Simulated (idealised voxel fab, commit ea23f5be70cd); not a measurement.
The following is a process module called voxel ribs on slabs.
The width of the displayed cross-section, cut, is 290 nm; its cells are square, with a size of 5 nm.
Throughout this document, each cross-section is represented as a grid of square cells and is presented as a sequence of bands enumerated from the top downward, where a band comprises one or more rows of cells.
A band entry consists of two parts. The first gives the height of the band's top and the height of its bottom, in nm. The rest lists the band's materials from left to right, each with its width in nm. A single material labelled with the word "edge to edge" fills the band from edge to edge, and the word "empty" marks empty space.
Heights from 0 (as-received wafer is one material below). Bottom band endless downward, as "0 and below".
The two numbers in a width such as "30 to 40" mark its ends across the band: the first belongs to the top row of cells, the second to the bottom row, and from each row to the next the width moves by the same amount.
Take "remained unchanged" at face value: in the step it is given for, the cross-section changed in none of its cells.
"Closed void roster" lists enclosed empty spaces (at least 8 cells, no open path upward to the top), each as width x height at distance from the left edge, in nm.
Anything after a step's settings on that line? It's the simulator's own note about the step.
"overlay nm", when on a step's line for a step with a mask, measures how far to the right of its planned place the mask lay; a negative measure means to the left.
Every pair from here on: before one process step, after it. The after cross-section reaches only to the lowest band that changed. Below the pair: the step in between and its settings. Pairs can belong to different runs of this module on the same starting wafer; a pair carries on from the pair above only if the entry headed "Pre-step cross-section" says so.
# Pre-step cross-section
65 down to 50  130 of aC; 25 of empty; 135 of aC
50 down to 30  polySi edge to edge
30 down to 0  SiO2 edge to edge
0 and below  Si edge to edge
Closed void roster: none
# Section After Processing
65 down to 50  130 of aC; 25 of empty; 135 of aC
50 down to 40  130 of polySi; 25 of empty; 135 of polySi
Below 40, the layers are the same as they were.
Closed void roster: none
Process step (between the before and after cross-sections above): DIRECTIONAL_ETCH,etch materials polySi,depth nm 10
Pre-step cross-section: The cross-section prior to this step is the one presented after the step of the pair immediately above.
# Section After Processing
50 down to 40  130 of polySi; 25 of empty; 135 of polySi
Below 40, the layers are the same as they were.
Closed void roster: none
Process step (between the before and after cross-sections above): STRIP,etch materials aC
Pre-step cross-section: The cross-section prior to this step is the one presented after the step of the pair immediately above.
# Section After Processing
50 down to 40  110 of empty; 20 of polySi; 25 of empty; 20 of polySi; 115 of empty
Below 40, the layers are the same as they were.
Closed void roster: none
Process step (between the before and after cross-sections above): MASKED_ETCH,tone cover,mask id SLAB,width nm 65,etch materials polySi,depth nm 10,overlay nm 0
Pre-step cross-section: The cross-section prior to this step is the one presented after the step of the pair immediately above.
# Section After Processing
80 down to 50  SiO2 edge to edge
50 down to 40  110 of SiO2; 20 of polySi; 25 of SiO2; 20 of polySi; 115 of SiO2
Below 40, the layers are the same as they were.
Closed void roster: none
Process step (between the before and after cross-sections above): FILL_DEP,material SiO2,thk nm 30
Pre-step cross-section: The cross-section prior to this step is the one presented after the step of the pair immediately above.
# Section After Processing
70 down to 50  SiO2 edge to edge
Below 50, the layers are the same as they were.
Closed void roster: none
Process step (between the before and after cross-sections above): CMP,height nm 70
Pre-step cross-section: The cross-section prior to this step is the one presented after the step of the pair immediately above.
# Section After Processing
80 down to 70  W edge to edge
Below 70, the layers are the same as they were.
Closed void roster: none
Process step (between the before and after cross-sections above): DIRECTIONAL_DEP,material W,thk nm 10
Pre-step cross-section: The cross-section prior to this step is the one presented after the step of the pair immediately above.
# Section After Processing
95 down to 80  aC edge to edge
Below 80, the layers are the same as they were.
Closed void roster: none
Process step (between the before and after cross-sections above): DIRECTIONAL_DEP,material aC,thk nm 15
Pre-step cross-section: The cross-section prior to this step is the one presented after the step of the pair immediately above.
# Section After Processing
130 down to 95  125 of empty; 35 of resist; 130 of empty
Below 95, the layers are the same as they were.
Closed void roster: none
Process step (between the before and after cross-sections above): PATTERN,tone cover,mask id HEATER,material resist,width nm 35,thk nm 35,overlay nm 0
Pre-step cross-section: The cross-section prior to this step is the one presented after the step of the pair immediately above.
# Section After Processing
115 down to 95  125 of empty; 35 of resist; 130 of empty
95 down to 80  125 of empty; 35 of aC; 130 of empty
Below 80, the layers are the same as they were.
Closed void roster: none
Process step (between the before and after cross-sections above): DIRECTIONAL_ETCH,etch materials aC,depth nm 15
Pre-step cross-section: The cross-section prior to this step is the one presented after the step of the pair immediately above.
# Section After Processing
95 down to 80  125 of empty; 35 of aC; 130 of empty
Below 80, the layers are the same as they were.
Closed void roster: none
Process step (between the before and after cross-sections above): STRIP,etch materials resist
Pre-step cross-section: The cross-section prior to this step is the one presented after the step of the pair immediately above.
# Section After Processing
95 down to 80  125 of empty; 35 of aC; 130 of empty
80 down to 70  125 of empty; 35 of W; 130 of empty
Below 70, the layers are the same as they were.
Closed void roster: none
Process step (between the before and after cross-sections above): DIRECTIONAL_ETCH,etch materials W,depth nm 10
Pre-step cross-section: The cross-section prior to this step is the one presented after the step of the pair immediately above.
# Section After Processing
80 down to 70  125 of empty; 35 of W; 130 of empty
Below 70, the layers are the same as they were.
Closed void roster: none
Process step (between the before and after cross-sections above): STRIP,etch materials aC
Pre-step cross-section: The cross-section prior to this step is the one presented after the step of the pair immediately above.
# Section After Processing
90 down to 80  115 of empty; 55 of SiO2; 120 of empty
80 down to 70  125 of SiO2; 35 of W; 130 of SiO2
Below 70, the layers are the same as they were.
Closed void roster: none
Process step (between the before and after cross-sections above): CONFORMAL_DEP,material SiO2,thk nm 10
